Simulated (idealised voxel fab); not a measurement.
Presented below is a process module, voxel trench capacitor.
The cross-section on display is named cut; it measures 265 nm wide, and its cells are 5 nm squares.
A cross-section is written here as square cells arranged in a grid, and it is given in bands from the top down, each band taking up one or more rows of cells. Band entry format. Leading values: height of top, height of bottom, nm. Remainder: materials in left-to-right order, each with its width in nm. Special words: "full width" on a single material, which then fills the band edge to edge; "blank", empty space. Heads up on the height convention: 0 is the point under which the incoming wafer is all one material, and the lowest band has no bottom, it just keeps going down, like "0 -> down". You'd read "30..40" like this: the band's top row of cells is as wide as the first number, its bottom row is as wide as the second, and going down, every row changes width by the same amount as the row before did. Step marked "changes: none"? Then no cell in the cross-section changed in it. Listed in "Trapped voids": every empty space of 8 or more cells without an open way to the top. Form: width x height at distance, the distance being from the left edge, all in nm. If you see something after the settings on a step's line, that's the simulator's own remark about that step. "overlay nm" answers the question of how far to the right of plan the mask lay on a step that has a mask, and when it is negative the answer is to the left.

**The process steps that were planned are listed below**
step 1: RECEIVE | material Si
step 2: CONFORMAL_DEP | material SiN | thk nm 5
step 3: MASKED_ETCH | tone open | mask id TRENCH | width nm 30 | pitch nm 55 | etch materials SiN | depth nm 5 | overlay nm 0
step 4: MASKED_ETCH | tone open | mask id TRENCH | width nm 30 | pitch nm 55 | etch materials Si | depth nm 25 | overlay nm 0
step 5: CONFORMAL_DEP | material HfO2 | thk nm 5
step 6: CONFORMAL_DEP | material TiN | thk nm 5
step 7: FILL_DEP | material W | thk nm 5
step 8: CMP | height nm 5

**Incoming wafer, cross-sectional view, post step 1**
	0 -> down: Si full width
	Trapped voids: none

**The first of two wafers, cross-sectioned at the end of the module, with the run proceeding as planned**
	5 -> 0: 60 nm SiN, 5 nm HfO2, 5 nm TiN, 10 nm W, 5 nm TiN, 5 nm HfO2, 25 nm SiN, 5 nm HfO2, 5 nm TiN, 10 nm W, 5 nm TiN, 5 nm HfO2, 25 nm SiN, 5 nm HfO2, 5 nm TiN, 10 nm W, 5 nm TiN, 5 nm HfO2, 65 nm SiN
	0 -> -15: 60 nm Si, 5 nm HfO2, 5 nm TiN, 10 nm W, 5 nm TiN, 5 nm HfO2, 25 nm Si, 5 nm HfO2, 5 nm TiN, 10 nm W, 5 nm TiN, 5 nm HfO2, 25 nm Si, 5 nm HfO2, 5 nm TiN, 10 nm W, 5 nm TiN, 5 nm HfO2, 65 nm Si
	-15 -> -20: 60 nm Si, 5 nm HfO2, 20 nm TiN, 5 nm HfO2, 25 nm Si, 5 nm HfO2, 20 nm TiN, 5 nm HfO2, 25 nm Si, 5 nm HfO2, 20 nm TiN, 5 nm HfO2, 65 nm Si
	-20 -> -25: 60 nm Si, 30 nm HfO2, 25 nm Si, 30 nm HfO2, 25 nm Si, 30 nm HfO2, 65 nm Si
	-25 -> down: Si full width
	Trapped voids: none

**What the second wafer looks like in cross-section once the module is done. Its start and its plan matched the first wafer's exactly; what differed was one mistake in how it was run**
	5 -> 0: 55 nm SiN, 10 nm HfO2, 5 nm TiN, 10 nm W, 5 nm TiN, 10 nm HfO2, 15 nm SiN, 10 nm HfO2, 5 nm TiN, 10 nm W, 5 nm TiN, 10 nm HfO2, 15 nm SiN, 10 nm HfO2, 5 nm TiN, 10 nm W, 5 nm TiN, 10 nm HfO2, 60 nm SiN
	0 -> -15: 60 nm Si, 5 nm HfO2, 5 nm TiN, 10 nm W, 5 nm TiN, 5 nm HfO2, 25 nm Si, 5 nm HfO2, 5 nm TiN, 10 nm W, 5 nm TiN, 5 nm HfO2, 25 nm Si, 5 nm HfO2, 5 nm TiN, 10 nm W, 5 nm TiN, 5 nm HfO2, 65 nm Si
	-15 -> -20: 60 nm Si, 5 nm HfO2, 20 nm TiN, 5 nm HfO2, 25 nm Si, 5 nm HfO2, 20 nm TiN, 5 nm HfO2, 25 nm Si, 5 nm HfO2, 20 nm TiN, 5 nm HfO2, 65 nm Si
	-20 -> -25: 60 nm Si, 30 nm HfO2, 25 nm Si, 30 nm HfO2, 25 nm Si, 30 nm HfO2, 65 nm Si
	-25 -> down: Si full width
	Trapped voids: none
The plan and the run diverged here: the process deviated at step 3: the operation and settings actually run there were MASKED_ETCH | tone open | mask id TRENCH | width nm 40 | pitch nm 55 | etch materials SiN | depth nm 5 | overlay nm 0
Cell-count delta at end, second wafer over first, by material: HfO2 +6 | SiN -6
